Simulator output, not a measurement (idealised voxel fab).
The following process module bears the name voxel wiring stack.
Section cut is 220 nm wide and gridded with 5 nm square cells.
We lay out every cross-section as a grid of square cells and spell it out in bands from the top down, where one band means one or more rows of cells.
Band entry format. Leading values: height of top, height of bottom, nm. Remainder: materials in left-to-right order, each with its width in nm. Special words: "everywhere" on a single material, which then fills the band edge to edge; "blank", empty space.
Heads up on the height convention: 0 is the point under which the incoming wafer is all one material, and the lowest band has no bottom, it just keeps going down, like "from 0 down".
You'd read "30->40" like this: the band's top row of cells is as wide as the first number, its bottom row is as wide as the second, and going down, every row changes width by the same amount as the row before did.
Basically "nothing changed" means that step didn't change any cell in the cross-section.
Each empty space that has no open way to the top and spans at least 8 cells appears under "Closed void listing" as width x height at distance, the distance counted from the left edge, all in nm.
Heads up: the bit after the settings on a step's line is the simulator's remark on that step.
overlay nm: on a step with a mask, how far right of its planned place the mask lay; negative means left.
## The following list gives the planned process steps
1 op RECEIVE | material Si
2 op CONFORMAL_DEP | material SiO2 | thk nm 10
3 op CONFORMAL_DEP | material SiN | thk nm 5
4 op DIRECTIONAL_DEP | material lowk | thk nm 15
5 op MASKED_ETCH | tone open | mask id METAL_1 | width nm 20 | pitch nm 50 | etch materials lowk | depth nm 15 | overlay nm 0
6 op MASKED_ETCH | tone open | mask id METAL_1 | width nm 20 | pitch nm 50 | etch materials SiN | depth nm 5 | overlay nm 0
7 op CONFORMAL_DEP | material TiN | thk nm 5
8 op FILL_DEP | material Cu | thk nm 5
9 op CMP | height nm 30
10 op CONFORMAL_DEP | material SiCN | thk nm 5
11 op DIRECTIONAL_DEP | material SiO2 | thk nm 10
12 op MASKED_ETCH | tone open | mask id PLUG_1 | width nm 15 | pitch nm 50 | etch materials SiO2 | depth nm 10 | overlay nm 0
13 op MASKED_ETCH | tone open | mask id PLUG_1 | width nm 15 | pitch nm 50 | etch materials SiCN | depth nm 5 | overlay nm 0
14 op EPI | material Ru | thk nm 10
15 op EPI | material Ru | thk nm 5
16 op DIRECTIONAL_DEP | material TiN | thk nm 5
17 op DIRECTIONAL_DEP | material Ru | thk nm 20
18 op DIRECTIONAL_DEP | material aC | thk nm 15
19 op PATTERN | tone cover | mask id METAL_2 | material resist | width nm 20 | pitch nm 50 | thk nm 30 | overlay nm 0
20 op DIRECTIONAL_ETCH | etch materials aC | depth nm 15
21 op STRIP | etch materials resist
22 op DIRECTIONAL_ETCH | etch materials Ru | depth nm 20
23 op DIRECTIONAL_ETCH | etch materials TiN | depth nm 5
24 op STRIP | etch materials aC
25 op CONFORMAL_DEP | material SiN | thk nm 5
26 op FILL_DEP | material lowk | thk nm 10
27 op CMP | height nm 70
28 op CONFORMAL_DEP | material SiCN | thk nm 5
29 op DIRECTIONAL_DEP | material SiO2 | thk nm 10
30 op PATTERN | tone open | mask id PLUG_2 | material resist | width nm 15 | pitch nm 50 | thk nm 15 | overlay nm 0
31 op DIRECTIONAL_ETCH | etch materials SiO2 | depth nm 10
32 op DIRECTIONAL_ETCH | etch materials SiCN | depth nm 5
33 op STRIP | etch materials resist
34 op EPI | material Ru | thk nm 10
35 op EPI | material Ru | thk nm 5
36 op CONFORMAL_DEP | material SiN | thk nm 5
37 op DIRECTIONAL_DEP | material SiO2 | thk nm 25
38 op PATTERN | tone open | mask id METAL_3 | material resist | width nm 20 | pitch nm 50 | thk nm 15 | overlay nm 0
39 op DIRECTIONAL_ETCH | etch materials SiO2 | depth nm 25
40 op DIRECTIONAL_ETCH | etch materials SiN | depth nm 5
41 op STRIP | etch materials resist
42 op CONFORMAL_DEP | material TiN | thk nm 5
43 op FILL_DEP | material Ru | thk nm 5
44 op CMP | height nm 115
45 op CONFORMAL_DEP | material SiCN | thk nm 5
## The cross-section here shows the wafer as received, i.e. in its state after step 1
	from 0 down | Si everywhere
	Closed void listing: none
## The plan above was carried out on the starting structure above with one mistake, and this cross-section shows the wafer at the end of the module
	from 120 to 115 | SiCN everywhere
	from 115 to 105 | Ru=65  TiN=5  SiO2=5  TiN=5  Ru=10  TiN=5  SiO2=20  TiN=5  SiO2=5  TiN=5  Ru=10  TiN=5  SiO2=20  TiN=5  Ru=50
	from 105 to 100 | TiN=70  SiO2=5  TiN=5  Ru=10  TiN=5  SiO2=20  TiN=5  SiO2=5  TiN=5  Ru=10  TiN=5  SiO2=20  TiN=55
	from 100 to 90 | SiO2=75  TiN=5  Ru=10  TiN=5  SiO2=30  TiN=5  Ru=10  TiN=5  SiO2=75
	from 90 to 85 | SiO2=70  SiN=5  TiN=20  SiN=20  SiO2=5  SiN=5  TiN=20  SiN=20  SiO2=55
	from 85 to 75 | SiO2=70  SiN=5  SiO2=15  Ru=20  SiN=5  SiO2=5  SiN=5  SiO2=15  Ru=20  SiN=5  SiO2=55
	from 75 to 70 | SiN=75  SiCN=15  Ru=20  SiN=15  SiCN=15  Ru=20  SiN=60
	from 70 to 50 | lowk=70  SiN=5  Ru=20  SiN=5  lowk=20  SiN=5  Ru=20  SiN=5  lowk=70
	from 50 to 45 | SiN=75  TiN=20  SiN=30  TiN=20  SiN=75
	from 45 to 35 | SiO2=75  Ru=15  SiO2=35  Ru=15  SiO2=80
	from 35 to 30 | SiCN=75  Ru=15  SiCN=35  Ru=15  SiCN=80
	from 30 to 15 | lowk=75  TiN=5  Cu=10  TiN=5  lowk=30  TiN=5  Cu=10  TiN=5  lowk=75
	from 15 to 10 | SiN=75  TiN=20  SiN=30  TiN=20  SiN=75
	from 10 to 0 | SiO2 everywhere
	from 0 down | Si everywhere
	Closed void listing: none
Deviation from plan: step 30 ran differently from the plan; actual operation with settings: op PATTERN | tone cover | mask id PLUG_2 | material resist | width nm 15 | pitch nm 50 | thk nm 15 | overlay nm 0
